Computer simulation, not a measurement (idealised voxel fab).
process module | voxel air gaps
cross-section cut | 275 nm wide | cells 5 nm
A cross-section is a grid of square cells, given in bands from the top down. A band is one or more rows of cells.
Each band's line starts with the height of the band's top and of its bottom, in nm. Then come its materials from left to right, each with its width in nm. One material with "throughout" fills the band from edge to edge. "air" is empty space.
Height 0 is the level under which the wafer as received is all one material. The lowest band goes on downwards, as in "0 down".
A width such as "30 to 40" changes by the same amount from each row of cells to the next, from the band's top row to its bottom row.
"no change" after a step means that no cell of the cross-section changed.
closed voids: empty space of 8 cells or more with no open way to the top, each as width x height at its distance from the left edge, in nm
after a step's settings: what the simulator itself notes on the step
overlay nm, on a step with a mask: how far to the right of its planned place the mask lay; to the left if negative
plan
1 op RECEIVE | material Si
2 op CONFORMAL_DEP | material SiO2 | thk nm 10
3 op CONFORMAL_DEP | material SiCN | thk nm 5
4 op DIRECTIONAL_DEP | material SiO2 | thk nm 35
5 op PATTERN | tone open | mask id LINES | material resist | width nm 20 | pitch nm 50 | thk nm 20 | overlay nm 0
6 op DIRECTIONAL_ETCH | etch materials SiO2 | depth nm 35
7 op STRIP | etch materials resist
8 op CONFORMAL_DEP | material TiN | thk nm 5
9 op FILL_DEP | material Cu | thk nm 10
10 op CMP | height nm 50
11 op EPI | material Ru | thk nm 10
12 op SELECTIVE_ETCH | etch materials SiO2 | depth nm 45
13 op CONFORMAL_DEP | material SiCN | thk nm 5
as received, after step 1
  0 down: Si throughout
  closed voids: none
first wafer at the end, as planned
  65 to 60: air 60 | SiCN 150 | air 65
  60 to 50: air 60 | SiCN 5 | Ru 40 | SiCN 10 | Ru 40 | SiCN 10 | Ru 40 | SiCN 5 | air 65
  50 to 45: air 60 | SiCN 15 | TiN 5 | Cu 10 | TiN 5 | SiCN 30 | TiN 5 | Cu 10 | TiN 5 | SiCN 30 | TiN 5 | Cu 10 | TiN 5 | SiCN 15 | air 65
  45 to 20: air 70 | SiCN 5 | TiN 5 | Cu 10 | TiN 5 | SiCN 5 | air 20 | SiCN 5 | TiN 5 | Cu 10 | TiN 5 | SiCN 5 | air 20 | SiCN 5 | TiN 5 | Cu 10 | TiN 5 | SiCN 5 | air 75
  20 to 15: SiCN 75 | TiN 20 | SiCN 30 | TiN 20 | SiCN 30 | TiN 20 | SiCN 80
  15 to 10: SiCN throughout
  10 to 0: SiO2 throughout
  0 down: Si throughout
  closed voids: 20 x 25 at 100; 20 x 25 at 150
second wafer at the end: like start, like plan, one mistake
  65 to 60: air 60 | SiCN 150 | air 65
  60 to 50: air 60 | SiCN 5 | Ru 40 | SiCN 10 | Ru 40 | SiCN 10 | Ru 40 | SiCN 5 | air 65
  50 to 45: air 60 | SiCN 15 | TiN 5 | Cu 10 | TiN 5 | SiCN 30 | TiN 5 | Cu 10 | TiN 5 | SiCN 30 | TiN 5 | Cu 10 | TiN 5 | SiCN 15 | air 65
  45 to 20: air 70 | SiCN 5 | TiN 5 | Cu 10 | TiN 5 | SiCN 5 | air 20 | SiCN 5 | TiN 5 | Cu 10 | TiN 5 | SiCN 5 | air 20 | SiCN 5 | TiN 5 | Cu 10 | TiN 5 | SiCN 5 | air 75
  20 to 15: SiCN 75 | TiN 20 | SiCN 30 | TiN 20 | SiCN 30 | TiN 20 | SiCN 80
  15 to 10: SiCN throughout
  10 to 0: Ru throughout
  0 down: Si throughout
  closed voids: 20 x 25 at 100; 20 x 25 at 150
what went wrong: step 2 ran as: op CONFORMAL_DEP | material Ru | thk nm 10
at the end the second wafer has, in cells: 110 more of Ru | 110 fewer of SiO2
